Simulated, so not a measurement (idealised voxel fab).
Module name: voxel quadruple lines (process module)
The figure presents cross-section cut, which has a width of 160 nm and is divided into square cells with an edge length of 5 nm.
Square cells in a grid make up a cross-section in this document, and the grid is given as bands, listed from the top down, each one or more rows of cells.
Within each band entry, the heights of the top and of the bottom of the band appear first, in that order and in nm; the materials of the band then follow from left to right, each with its corresponding width in nm. The designation "everywhere" on a single material indicates that it fills the band from edge to edge; the designation "empty" indicates empty space.
We count height from 0. Below that, the starting wafer is all one material. The lowest band never ends at the bottom but goes on down; see "0 -> down" for how that is written.
Width: "30->40" (first number = top row, second number = bottom row, same change from row to row of cells).
Take "no change occurred" at face value: in the step it is given for, the cross-section changed in none of its cells.
The entry "Fully enclosed voids" lists the empty spaces that cover at least 8 cells and have no open path to the top. Each is written as width x height at distance, where the distance is measured from the left edge and all three values are in nm.
On each step's line, the part that comes after the settings is the simulator's own comment on the step.
On any step carrying a mask, the "overlay nm" setting, if present on the step's line, tells how far right of its planned place the mask lay; negative values point to the left.

Process steps (planned):
1,RECEIVE | material Si
2,CONFORMAL_DEP | material Al2O3 | thk nm 5
3,DIRECTIONAL_DEP | material W | thk nm 10
4,DIRECTIONAL_DEP | material polySi | thk nm 20
5,DIRECTIONAL_DEP | material aC | thk nm 20
6,PATTERN | tone cover | mask id MANDREL | material resist | width nm 20 | pitch nm 60 | thk nm 25 | overlay nm 0
7,DIRECTIONAL_ETCH | etch materials aC | depth nm 20
8,STRIP | etch materials resist
9,CONFORMAL_DEP | material SiO2 | thk nm 10
10,DIRECTIONAL_ETCH | etch materials SiO2 | depth nm 10
11,STRIP | etch materials aC
12,DIRECTIONAL_ETCH | etch materials polySi | depth nm 20
13,STRIP | etch materials SiO2
14,CONFORMAL_DEP | material SiN | thk nm 5
15,DIRECTIONAL_ETCH | etch materials SiN | depth nm 5
16,STRIP | etch materials polySi
17,DIRECTIONAL_ETCH | etch materials W | depth nm 10
18,STRIP | etch materials SiN

As-received wafer cross-section (after step 1):
    0 -> down  Si everywhere
    Fully enclosed voids: none

Look at the cross-section after the module: the wafer started out the way shown above and the plan was the one shown above, yet one mistake was made along the way:
    25 -> 15  empty=25, then W=5, then empty=10, then W=5, then empty=10, then W=5, then empty=10, then W=5, then empty=10, then W=5, then empty=10, then W=5, then empty=10, then W=5, then empty=10, then W=5, then empty=25
    15 -> 0  Al2O3 everywhere
    0 -> down  Si everywhere
    Fully enclosed voids: none
What went wrong in running the wafer? step 2: run off-plan, actual operation and settings CONFORMAL_DEP | material Al2O3 | thk nm 15
